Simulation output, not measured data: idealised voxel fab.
The process module that follows is named voxel tone inversion.
Cross-section cut: width 285 nm, square cells of 5 nm.
Throughout this document, each cross-section is represented as a grid of square cells and is presented as a sequence of bands enumerated from the top downward, where a band comprises one or more rows of cells.
The entry gives the band's vertical extent as a top height and a bottom height in nm, then its horizontal make-up as materials from left to right, each with a width in nm. "empty" stands for empty space; a single material marked "full width" fills the band edge to edge.
Heights are measured from 0, the level below which the as-received wafer is all one material; the lowest band has no bottom and continues downward, written as in "0..down".
It should be noted that a width expressed as "30->40" varies in equal increments from row to row of cells within the band, taking the value of the first number at the top row and that of the second number at the bottom row.
"nothing altered" (step): cross-section cells unchanged, all of them.
What "Sealed void listing" gives you is every empty space of 8 cells or more that is cut off from the top. Each appears as width x height at distance, with the distance taken from the left edge and width, height and distance all in nm.
What comes after the settings on a step's line is commentary from the simulator itself on that step.
overlay nm: where the mask lay relative to plan, measured to the right, on steps with a mask; negatives go left.
Process steps (planned):
- 1: RECEIVE [material Si]
- 2: CONFORMAL_DEP [material SiCN] [thk nm 5]
- 3: DIRECTIONAL_DEP [material aC] [thk nm 20]
- 4: PATTERN [tone cover] [mask id POSTS] [material resist] [width nm 25] [pitch nm 50] [thk nm 30] [overlay nm 0]
- 5: DIRECTIONAL_ETCH [etch materials aC] [depth nm 20]
- 6: STRIP [etch materials resist]
- 7: FILL_DEP [material lowk] [thk nm 10]
- 8: CMP [height nm 25]
- 9: STRIP [etch materials aC]
- 10: CONFORMAL_DEP [material TiN] [thk nm 5]
- 11: FILL_DEP [material Ru] [thk nm 10]
- 12: CMP [height nm 25]
- 13: CONFORMAL_DEP [material SiCN] [thk nm 5]
Step 1 complete: cross-section of the wafer as received:
	0..down: Si full width
	Sealed void listing: none
The first of the two wafers as seen in cross-section once the module was finished; processing followed the plan:
	30..25: SiCN full width
	25..10: lowk=80, TiN=5, Ru=15, TiN=5, lowk=25, TiN=5, Ru=15, TiN=5, lowk=25, TiN=5, Ru=15, TiN=5, lowk=80
	10..5: lowk=80, TiN=25, lowk=25, TiN=25, lowk=25, TiN=25, lowk=80
	5..0: SiCN full width
	0..down: Si full width
	Sealed void listing: none
Wafer two, sectioned after the module: the first wafer's start, the first wafer's plan, and one mistake in how it was run:
	45..40: SiCN full width
	40..30: Ru full width
	30..25: TiN=85, Ru=15, TiN=35, Ru=15, TiN=35, Ru=15, TiN=85
	25..10: lowk=80, TiN=5, Ru=15, TiN=5, lowk=25, TiN=5, Ru=15, TiN=5, lowk=25, TiN=5, Ru=15, TiN=5, lowk=80
	10..5: lowk=80, TiN=25, lowk=25, TiN=25, lowk=25, TiN=25, lowk=80
	5..0: SiCN full width
	0..down: Si full width
	Sealed void listing: none
Short version of what went wrong: plan step 12 was not performed, having been skipped
Count the cells at the end and the second wafer has more or fewer of some materials than the first: Ru +123, TiN +48
